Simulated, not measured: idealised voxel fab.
You're looking at the process module voxel wiring stack.
Cross-section cut spans 155 nm and uses square cells 5 nm in size.
Bands, listed from the top down, are how a cross-section gets written in this document; the cross-section itself is a grid of square cells, and a band is one or more rows of them. Quick guide to a band line: top height, bottom height (nm) up front; then every material left to right with its width in nm. Only one material and it's marked "full width"? Then it fills the band edge to edge. And "blank" just means empty space. The level at which height equals 0 is the one under which the wafer, as it arrives, is entirely one material. No lower edge exists for the bottom band, which continues downward and is notated as in "0 nm and below". Graded width ("30..40"): value in top row of band = first number; value in bottom row = second number; row-to-row change constant. "same as before" for a step: no cell of the cross-section changed in that step. This entry, "Catalogued sealed voids", enumerates those empty regions of no fewer than 8 cells that possess no open connection to the top. Each region is reported in the form width x height at distance, the distance being taken from the left edge, with all three quantities expressed in nm. Past the settings on a step's line: simulator remark, on that step. On any step carrying a mask, the "overlay nm" setting, if present on the step's line, tells how far right of its planned place the mask lay; negative values point to the left.

-- Process steps foreseen in the plan
1) RECEIVE | material Si
2) CONFORMAL_DEP | material SiO2 | thk nm 15
3) CONFORMAL_DEP | material SiN | thk nm 5
4) DIRECTIONAL_DEP | material SiO2 | thk nm 25
5) DIRECTIONAL_DEP | material aC | thk nm 10
6) PATTERN | tone open | mask id METAL_1 | material resist | width nm 25 | pitch nm 45 | thk nm 25 | overlay nm 0
7) DIRECTIONAL_ETCH | etch materials aC | depth nm 10
8) STRIP | etch materials resist
9) DIRECTIONAL_ETCH | etch materials SiO2 | depth nm 25
10) DIRECTIONAL_ETCH | etch materials SiN | depth nm 5
11) STRIP | etch materials aC
12) CONFORMAL_DEP | material TiN | thk nm 5
13) FILL_DEP | material Ru | thk nm 5
14) CMP | height nm 45
15) CONFORMAL_DEP | material SiCN | thk nm 5
16) DIRECTIONAL_DEP | material lowk | thk nm 25
17) DIRECTIONAL_DEP | material aC | thk nm 10
18) PATTERN | tone open | mask id METAL_2_HOLES | material resist | width nm 15 | pitch nm 45 | thk nm 30 | overlay nm 0
19) DIRECTIONAL_ETCH | etch materials aC | depth nm 10
20) STRIP | etch materials resist
21) DIRECTIONAL_ETCH | etch materials lowk | depth nm 25
22) STRIP | etch materials aC
23) MASKED_ETCH | tone open | mask id METAL_2 | width nm 25 | pitch nm 45 | etch materials lowk | depth nm 15 | overlay nm 0
24) MASKED_ETCH | tone open | mask id METAL_2 | width nm 25 | pitch nm 45 | etch materials SiCN | depth nm 5 | overlay nm 0
25) CONFORMAL_DEP | material TiN | thk nm 5
26) FILL_DEP | material Cu | thk nm 10
27) CMP | height nm 75
28) CONFORMAL_DEP | material SiCN | thk nm 5
29) DIRECTIONAL_DEP | material SiO2 | thk nm 35
30) PATTERN | tone open | mask id METAL_3_HOLES | material resist | width nm 15 | thk nm 20 | overlay nm 0
31) DIRECTIONAL_ETCH | etch materials SiO2 | depth nm 35
32) STRIP | etch materials resist
33) PATTERN | tone open | mask id METAL_3 | material resist | width nm 25 | pitch nm 45 | thk nm 15 | overlay nm 0
34) DIRECTIONAL_ETCH | etch materials SiO2 | depth nm 20
35) DIRECTIONAL_ETCH | etch materials SiCN | depth nm 5
36) STRIP | etch materials resist
37) CONFORMAL_DEP | material TiN | thk nm 5
38) FILL_DEP | material Cu | thk nm 5
39) CMP | height nm 115
40) CONFORMAL_DEP | material SiN | thk nm 5
Heads up: all these wafers start the same, and what changes between them is the width nm in step 18. The value you see in the plan is just what the first wafer got.

-- Cross-section of the first of several received wafers, showing its state after step 1
- 0 nm and below  Si full width
- Catalogued sealed voids: none

-- First of several wafers in cross-section at module end, following the final step, step 40
- 120 nm to 115 nm  SiN full width
- 115 nm to 100 nm  SiO2: 40; TiN: 5; Cu: 15; TiN: 5; SiO2: 20; TiN: 5; Cu: 15; TiN: 5; SiO2: 45
- 100 nm to 95 nm  SiO2: 40; TiN: 5; Cu: 5; TiN: 15; SiO2: 20; TiN: 25; SiO2: 45
- 95 nm to 80 nm  SiO2: 40; TiN: 5; Cu: 5; TiN: 5; SiO2: 100
- 80 nm to 75 nm  SiCN: 40; TiN: 15; SiCN: 100
- 75 nm to 65 nm  lowk: 40; TiN: 5; Cu: 15; TiN: 5; lowk: 20; TiN: 5; Cu: 15; TiN: 5; lowk: 45
- 65 nm to 60 nm  lowk: 40; TiN: 5; Cu: 5; TiN: 15; lowk: 20; TiN: 5; Cu: 5; TiN: 15; lowk: 45
- 60 nm to 50 nm  lowk: 40; TiN: 5; Cu: 5; TiN: 5; lowk: 30; TiN: 5; Cu: 5; TiN: 5; lowk: 55
- 50 nm to 45 nm  SiCN: 40; TiN: 15; SiCN: 30; TiN: 15; SiCN: 55
- 45 nm to 20 nm  SiO2: 40; TiN: 5; Ru: 15; TiN: 5; SiO2: 20; TiN: 5; Ru: 15; TiN: 5; SiO2: 45
- 20 nm to 15 nm  SiN: 40; TiN: 25; SiN: 20; TiN: 25; SiN: 45
- 15 nm to 0 nm  SiO2 full width
- 0 nm and below  Si full width
- Catalogued sealed voids: none

-- End of module, last wafer sectioned
- 120 nm to 115 nm  SiN full width
- 115 nm to 100 nm  SiO2: 40; TiN: 5; Cu: 15; TiN: 5; SiO2: 20; TiN: 5; Cu: 15; TiN: 5; SiO2: 45
- 100 nm to 95 nm  SiO2: 40; TiN: 5; Cu: 5; TiN: 15; SiO2: 20; TiN: 25; SiO2: 45
- 95 nm to 80 nm  SiO2: 40; TiN: 5; Cu: 5; TiN: 5; SiO2: 100
- 80 nm to 75 nm  SiCN: 40; TiN: 15; SiCN: 100
- 75 nm to 55 nm  lowk: 35; TiN: 5; Cu: 20; TiN: 5; lowk: 15; TiN: 5; Cu: 20; TiN: 5; lowk: 45
- 55 nm to 50 nm  lowk: 35; TiN: 10; Cu: 15; TiN: 5; lowk: 15; TiN: 10; Cu: 15; TiN: 5; lowk: 45
- 50 nm to 45 nm  SiCN: 40; TiN: 25; SiCN: 20; TiN: 25; SiCN: 45
- 45 nm to 20 nm  SiO2: 40; TiN: 5; Ru: 15; TiN: 5; SiO2: 20; TiN: 5; Ru: 15; TiN: 5; SiO2: 45
- 20 nm to 15 nm  SiN: 40; TiN: 25; SiN: 20; TiN: 25; SiN: 45
- 15 nm to 0 nm  SiO2 full width
- 0 nm and below  Si full width
- Catalogued sealed voids: none

-- End of module, by wafer: material-by-material cell gain (+) or loss (-) since receipt, then closed voids
width nm 15 | +40 Cu | +30 Ru | +53 SiCN | +52 SiN | +366 SiO2 | +90 TiN | +113 lowk | Catalogued sealed voids: none
width nm 20 | +46 Cu | +30 Ru | +51 SiCN | +52 SiN | +366 SiO2 | +90 TiN | +109 lowk | Catalogued sealed voids: none
width nm 25 | +54 Cu | +30 Ru | +51 SiCN | +52 SiN | +366 SiO2 | +92 TiN | +99 lowk | Catalogued sealed voids: none
width nm 30 | +60 Cu | +30 Ru | +49 SiCN | +52 SiN | +366 SiO2 | +92 TiN | +95 lowk | Catalogued sealed voids: none
